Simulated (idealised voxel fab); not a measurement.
Documented hereafter: the process module known as voxel spacer lines.
Square cell edge 5 nm, section width 180 nm, ID cut.
Cross-section spec: square-cell grid; bands listed top down; each band is one or more rows.
Heads up on the band format: heights come first, top then bottom, in nm. After that it's the materials left to right, each with its width in nm. A single material flagged "throughout" fills the whole band edge to edge, and "empty" means there's empty space there.
It should be noted that heights are counted from 0, beneath which the wafer as supplied is of one material throughout, and that the lowest band possesses no lower boundary but continues downward, as written in "0 and below".
A width such as "30->40" changes by the same amount from each row of cells to the next, from the band's top row to its bottom row.
"nothing altered" -> step changed no cross-section cell.
The label "Non-vented voids" introduces a list of the empty spaces, 8 cells or larger, that have no open way up to the top; each entry in it reads width x height at distance, where the distance is taken from the left edge and all three are stated in nm.
Whatever follows a step's settings on its line is a remark the simulator itself makes about that step.
overlay nm: right-of-plan distance of the mask on a masked step; negative values mean left-of-plan.
**Planned step list for the process**
| 1 | RECEIVE, material Si |
| 2 | CONFORMAL_DEP, material Al2O3, thk nm 5 |
| 3 | DIRECTIONAL_DEP, material polySi, thk nm 15 |
| 4 | DIRECTIONAL_DEP, material aC, thk nm 20 |
| 5 | PATTERN, tone cover, mask id MANDREL, material resist, width nm 20, pitch nm 60, thk nm 25, overlay nm 0 |
| 6 | DIRECTIONAL_ETCH, etch materials aC, depth nm 20 |
| 7 | STRIP, etch materials resist |
| 8 | CONFORMAL_DEP, material SiO2, thk nm 5 |
| 9 | DIRECTIONAL_ETCH, etch materials SiO2, depth nm 10 |
| 10 | STRIP, etch materials aC |
| 11 | DIRECTIONAL_ETCH, etch materials polySi, depth nm 15 |
| 12 | STRIP, etch materials SiO2 |
Quick note for whoever runs this: the wafers start identical, but the thk nm at step 8 isn't the same across them. The plan just shows what the first wafer had.
**Sectional view: first of several wafers, as received, after step 1**
    0 and below | Si throughout
    Non-vented voids: none
**Tabulated below, wafer by wafer, are the end-of-module results: for each material, the number of cells gained (+) or lost (-) relative to the as-received state, followed by the closed voids**
thk nm 5; +36 Al2O3; +12 polySi; Non-vented voids: none
thk nm 10; +36 Al2O3; +24 polySi; Non-vented voids: none
thk nm 15; +36 Al2O3; +32 aC; +108 polySi; Non-vented voids: none
thk nm 20; +36 Al2O3; +32 aC; +108 polySi; Non-vented voids: none
thk nm 25; +36 Al2O3; +32 aC; +108 polySi; Non-vented voids: none
